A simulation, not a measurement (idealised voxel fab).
Name of the process module below: voxel self aligned vias
Displayed cross-section: cut, width of 275 nm, square cells sized 5 nm.
Cross-section spec: square-cell grid; bands listed top down; each band is one or more rows. In this notation a band is specified by the heights of its top and bottom, in that order and in nm, after which its materials appear from left to right, each paired with its width in nm. The word "full width" attached to a single material means that material fills the band from edge to edge; the word "empty" stands for empty space. Height datum 0, below which the as-received substrate wafer is one material. Lowest band open at the bottom, running downward: "0 nm and below". A two-number width, for instance "30->40", indicates that the width is equal to the first number in the top row of the band and to the second number in the bottom row, and that it changes by a constant amount per row of cells. Step marked "remained unchanged"? Then no cell in the cross-section changed in it. Entry "Internal closed voids" = empty spaces >= 8 cells with no open way to the top; each as width x height at distance, distance from left edge, all nm. On each step's line, the part that comes after the settings is the simulator's own comment on the step. "overlay nm" on a masked step: distance the mask lay right of its planned place, negative for left.
Steps planned for the process:
1 RECEIVE: material Si
2 CONFORMAL_DEP: material SiO2, thk nm 15
3 CONFORMAL_DEP: material SiCN, thk nm 5
4 DIRECTIONAL_DEP: material SiO2, thk nm 20
5 PATTERN: tone open, mask id LINES, material resist, width nm 20, pitch nm 55, thk nm 15, overlay nm 0
6 DIRECTIONAL_ETCH: etch materials SiO2, depth nm 20
7 STRIP: etch materials resist
8 CONFORMAL_DEP: material TiN, thk nm 5
9 FILL_DEP: material Ru, thk nm 5
10 CMP: height nm 40
11 SELECTIVE_ETCH: etch materials W Ru TiN, depth nm 10
12 FILL_DEP: material SiN, thk nm 5
13 CMP: height nm 40
14 DIRECTIONAL_DEP: material SiO2, thk nm 15
15 MASKED_ETCH: tone open, mask id VIAS, width nm 30, pitch nm 55, etch materials SiO2, depth nm 15, overlay nm 0
16 MASKED_ETCH: tone open, mask id VIAS, width nm 30, pitch nm 55, etch materials SiN, depth nm 10, overlay nm 0
17 CONFORMAL_DEP: material TiN, thk nm 5
18 FILL_DEP: material W, thk nm 5
19 CMP: height nm 55
20 CONFORMAL_DEP: material SiCN, thk nm 5
Incoming wafer in cross-section (state: after step 1):
* 0 nm and below  Si full width
* Internal closed voids: none
The plan above was carried out on the starting structure above with one mistake, and this cross-section shows the wafer at the end of the module:
* 60 nm to 55 nm  SiCN full width
* 55 nm to 45 nm  65 SiO2, then 5 TiN, then 20 W, then 5 TiN, then 25 SiO2, then 5 TiN, then 20 W, then 5 TiN, then 25 SiO2, then 5 TiN, then 20 W, then 5 TiN, then 70 SiO2
* 45 nm to 35 nm  65->70 SiO2, then 10->5 TiN, then 10 W, then 10->5 TiN, then 25->35 SiO2, then 10->5 TiN, then 10 W, then 10->5 TiN, then 25->35 SiO2, then 10->5 TiN, then 10 W, then 10->5 TiN, then 70->75 SiO2
* 35 nm to 30 nm  70 SiO2, then 20 TiN, then 35 SiO2, then 20 TiN, then 35 SiO2, then 20 TiN, then 75 SiO2
* 30 nm to 25 nm  70 SiO2, then 5 TiN, then 10 Ru, then 5 TiN, then 35 SiO2, then 5 TiN, then 10 Ru, then 5 TiN, then 35 SiO2, then 5 TiN, then 10 Ru, then 5 TiN, then 75 SiO2
* 25 nm to 20 nm  70 SiO2, then 20 TiN, then 35 SiO2, then 20 TiN, then 35 SiO2, then 20 TiN, then 75 SiO2
* 20 nm to 5 nm  SiO2 full width
* 5 nm to 0 nm  SiCN full width
* 0 nm and below  Si full width
* Internal closed voids: none
What went wrong in running the wafer? plan vs actual: 2 and 3 interchanged
